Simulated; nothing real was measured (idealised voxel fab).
Process module name: voxel trench capacitor
For reference, the cross-section in this document is cut, with width 275 nm and square cells of 5 nm.
A cross-section in this document is a grid of square cells, and it is written down as bands, the top band listed before the ones below it; a band is made up of one or more rows of cells.
First you get the band's top height and its bottom height, in nm, and then the materials it's made of, left to right, with each width in nm. If you see a single material with "throughout", that one covers the band edge to edge. "blank" is empty space.
We count height from 0. Below that, the starting wafer is all one material. The lowest band never ends at the bottom but goes on down; see "0..down" for how that is written.
The two numbers in a width such as "30->40" mark its ends across the band: the first belongs to the top row of cells, the second to the bottom row, and from each row to the next the width moves by the same amount.
"all unchanged" -> step changed no cross-section cell.
Closed-off voids of 8+ cells (no open route to the top) go in "Closed-off voids", written width x height at distance from the left edge, in nm.
On each step's line, the part that comes after the settings is the simulator's own comment on the step.
The optional step-line setting "overlay nm" applies to steps with a mask and quantifies how far to the right of its planned location the mask lay, a negative value indicating leftward placement.

Planned step list for the process
1. RECEIVE,material Si
2. CONFORMAL_DEP,material SiN,thk nm 10
3. PATTERN,tone open,mask id TRENCH,material resist,width nm 20,pitch nm 50,thk nm 15,overlay nm 0
4. DIRECTIONAL_ETCH,etch materials SiN,depth nm 10
5. DIRECTIONAL_ETCH,etch materials Si,depth nm 30
6. STRIP,etch materials resist
7. CONFORMAL_DEP,material Al2O3,thk nm 5
8. FILL_DEP,material polySi,thk nm 10
9. CMP,height nm 10

First of two wafers - as planned

Cross-section: wafer on arrival = after step 1
- 0..down | Si throughout
- Closed-off voids: none

after step 2
- 10..0 | SiN throughout
- Whatever lies below 0 is exactly as it was before.

after step 3
- 25..10 | resist 100 nm, blank 20 nm, resist 30 nm, blank 20 nm, resist 105 nm
- Whatever lies below 10 is exactly as it was before.

after step 4
- 25..10 | resist 100 nm, blank 20 nm, resist 30 nm, blank 20 nm, resist 105 nm
- 10..0 | SiN 100 nm, blank 20 nm, SiN 30 nm, blank 20 nm, SiN 105 nm
- Whatever lies below 0 is exactly as it was before.

after step 5
- 25..10 | resist 100 nm, blank 20 nm, resist 30 nm, blank 20 nm, resist 105 nm
- 10..0 | SiN 100 nm, blank 20 nm, SiN 30 nm, blank 20 nm, SiN 105 nm
- 0..-30 | Si 100 nm, blank 20 nm, Si 30 nm, blank 20 nm, Si 105 nm
- Whatever lies below -30 is exactly as it was before.

after step 6
- 10..0 | SiN 100 nm, blank 20 nm, SiN 30 nm, blank 20 nm, SiN 105 nm
- Whatever lies below 0 is exactly as it was before.

after step 7
- 15..10 | Al2O3 105 nm, blank 10 nm, Al2O3 40 nm, blank 10 nm, Al2O3 110 nm
- 10..0 | SiN 100 nm, Al2O3 5 nm, blank 10 nm, Al2O3 5 nm, SiN 30 nm, Al2O3 5 nm, blank 10 nm, Al2O3 5 nm, SiN 105 nm
- 0..-25 | Si 100 nm, Al2O3 5 nm, blank 10 nm, Al2O3 5 nm, Si 30 nm, Al2O3 5 nm, blank 10 nm, Al2O3 5 nm, Si 105 nm
- -25..-30 | Si 100 nm, Al2O3 20 nm, Si 30 nm, Al2O3 20 nm, Si 105 nm
- Whatever lies below -30 is exactly as it was before.

after step 8
- 25..15 | polySi throughout
- 15..10 | Al2O3 105 nm, polySi 10 nm, Al2O3 40 nm, polySi 10 nm, Al2O3 110 nm
- 10..0 | SiN 100 nm, Al2O3 5 nm, polySi 10 nm, Al2O3 5 nm, SiN 30 nm, Al2O3 5 nm, polySi 10 nm, Al2O3 5 nm, SiN 105 nm
- 0..-25 | Si 100 nm, Al2O3 5 nm, polySi 10 nm, Al2O3 5 nm, Si 30 nm, Al2O3 5 nm, polySi 10 nm, Al2O3 5 nm, Si 105 nm
- Whatever lies below -25 is exactly as it was before.

after step 9
- 10..0 | SiN 100 nm, Al2O3 5 nm, polySi 10 nm, Al2O3 5 nm, SiN 30 nm, Al2O3 5 nm, polySi 10 nm, Al2O3 5 nm, SiN 105 nm
- Whatever lies below 0 is exactly as it was before.

Second wafer. Start and plan as for the first. One mistake made in running. Agrees with the first up to and including step 6

Second wafer, sectioned view, at step 7's planned end time
- 15..0 | SiN 105 nm, blank 10 nm, SiN 40 nm, blank 10 nm, SiN 110 nm
- 0..-25 | Si 100 nm, SiN 5 nm, blank 10 nm, SiN 5 nm, Si 30 nm, SiN 5 nm, blank 10 nm, SiN 5 nm, Si 105 nm
- -25..-30 | Si 100 nm, SiN 20 nm, Si 30 nm, SiN 20 nm, Si 105 nm
- Whatever lies below -30 is exactly as it was before.

Second wafer, sectioned view, at step 8's planned end time
- 25..15 | polySi throughout
- 15..0 | SiN 105 nm, polySi 10 nm, SiN 40 nm, polySi 10 nm, SiN 110 nm
- 0..-25 | Si 100 nm, SiN 5 nm, polySi 10 nm, SiN 5 nm, Si 30 nm, SiN 5 nm, polySi 10 nm, SiN 5 nm, Si 105 nm
- Whatever lies below -25 is exactly as it was before.

Second wafer, sectioned view, at step 9's planned end time
- 10..0 | SiN 105 nm, polySi 10 nm, SiN 40 nm, polySi 10 nm, SiN 110 nm
- Whatever lies below 0 is exactly as it was before.
Heads up, the wafer didn't run the way we planned it: step 7, actual vs plan mismatch, actual run CONFORMAL_DEP,material SiN,thk nm 5
at the end the second wafer has, in cells: Al2O3 -36, SiN +36
